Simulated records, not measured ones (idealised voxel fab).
Documented hereafter: the process module known as voxel self aligned contacts.
Square cells of 5 nm make up the cross-section cut, whose width is 285 nm.
In what follows, cross-sections appear as grids of square cells, described through bands that run from the top down, where every band is one or more rows of cells. What a band's entry tells you: where the top is and where the bottom is, as heights in nm, and after that what lies inside, material by material from left to right, each with its width in nm. Empty space is written as the word "air", and a single material marked with the word "edge to edge" occupies the band from edge to edge. Convention: height 0 is the level below which the wafer, as received, is all one material. The lowest band does not terminate at the bottom but continues downward, represented as "0 nm and below". Graded width ("30->40"): value in top row of band = first number; value in bottom row = second number; row-to-row change constant. Reading "identical to before" for a step: not a cell of the cross-section changed in it. The entry titled "Sealed-off cavities" provides the empty spaces that have no open way to the top, restricted to those of 8 cells or more. Each is presented as width x height at distance, the distance being measured from the left edge, with all three in nm. Formally, on a step line, whatever follows the settings is a remark that the simulator itself makes on the step. A step's line can hold "overlay nm"; with a mask on that step, the setting says how far right of the planned place the mask lay, while a negative setting says it lay to the left.

Planned process steps
- 1: op RECEIVE | material Si
- 2: op OXIDIZE | depth nm 5
- 3: op DIRECTIONAL_DEP | material polySi | thk nm 20
- 4: op DIRECTIONAL_DEP | material SiN | thk nm 10
- 5: op MASKED_ETCH | tone cover | mask id GATE | width nm 30 | pitch nm 60 | etch materials SiN | depth nm 20 | overlay nm 0
- 6: op MASKED_ETCH | tone cover | mask id GATE | width nm 30 | pitch nm 60 | etch materials polySi | depth nm 20 | overlay nm 0
- 7: op CONFORMAL_DEP | material SiN | thk nm 5
- 8: op DIRECTIONAL_ETCH | etch materials SiN | depth nm 5
- 9: op FILL_DEP | material SiO2 | thk nm 15
- 10: op CMP | height nm 45
- 11: op MASKED_ETCH | tone open | mask id CONTACT | width nm 40 | etch materials SiO2 | depth nm 50 | overlay nm 0
- 12: op CONFORMAL_DEP | material TiN | thk nm 5
- 13: op FILL_DEP | material W | thk nm 10
- 14: op CMP | height nm 45
- 15: op CONFORMAL_DEP | material SiN | thk nm 5
Every wafer here starts from the same state; it is the step 4 thk nm that distinguishes them, and the value the plan gives belongs to the first wafer.

Cross-section of the first incoming wafer of several, state after step 1
* 0 nm and below  Si edge to edge
* Sealed-off cavities: none

Here is the cross-section of the first of several wafers at the end of the module, after its last step, step 15
* 50 nm to 45 nm  SiN edge to edge
* 45 nm to 35 nm  SiO2 120 nm | TiN 5 nm | W 30 nm | TiN 5 nm | SiO2 125 nm
* 35 nm to 30 nm  SiO2 120 nm | TiN 15 nm | W 10 nm | TiN 15 nm | SiO2 125 nm
* 30 nm to 20 nm  SiO2 90 nm | SiN 40 nm | TiN 5 nm | W 10 nm | TiN 5 nm | SiN 40 nm | SiO2 95 nm
* 20 nm to 0 nm  SiO2 90 nm | SiN 5 nm | polySi 30 nm | SiN 5 nm | TiN 5 nm | W 10 nm | TiN 5 nm | SiN 5 nm | polySi 30 nm | SiN 5 nm | SiO2 95 nm
* 0 nm to -5 nm  SiO2 130 nm | TiN 20 nm | SiO2 135 nm
* -5 nm and below  Si edge to edge
* Sealed-off cavities: none

Last wafer, end of module, cross-section
* 50 nm to 45 nm  SiN edge to edge
* 45 nm to 40 nm  SiO2 90 nm | SiN 40 nm | TiN 5 nm | W 10 nm | TiN 5 nm | SiN 40 nm | SiO2 95 nm
* 40 nm to 35 nm  SiO2 90 nm | SiN 40 nm | TiN 20 nm | SiN 40 nm | SiO2 95 nm
* 35 nm to 20 nm  SiN edge to edge
* 20 nm to 0 nm  polySi edge to edge
* 0 nm to -5 nm  SiO2 edge to edge
* -5 nm and below  Si edge to edge
* Sealed-off cavities: none

The rows of the table below are wafers. Looking at the end of the module, a row counts, for every material, the cells the wafer has gained, shown as (+), or lost, shown as (-), since it was received; its closed voids come next
thk nm 10 | -57 Si | +105 SiN | +422 SiO2 | +26 TiN | +26 W | +48 polySi | Sealed-off cavities: none
thk nm 15 | -57 Si | +121 SiN | +410 SiO2 | +26 TiN | +22 W | +48 polySi | Sealed-off cavities: none
thk nm 20 | -57 Si | +137 SiN | +398 SiO2 | +26 TiN | +18 W | +48 polySi | Sealed-off cavities: none
thk nm 25 | -57 Si | +178 SiN | +205 SiO2 | +10 TiN | +6 W | +228 polySi | Sealed-off cavities: none
thk nm 30 | -57 Si | +219 SiN | +168 SiO2 | +8 TiN | +4 W | +228 polySi | Sealed-off cavities: none
thk nm 35 | -57 Si | +260 SiN | +131 SiO2 | +6 TiN | +2 W | +228 polySi | Sealed-off cavities: none
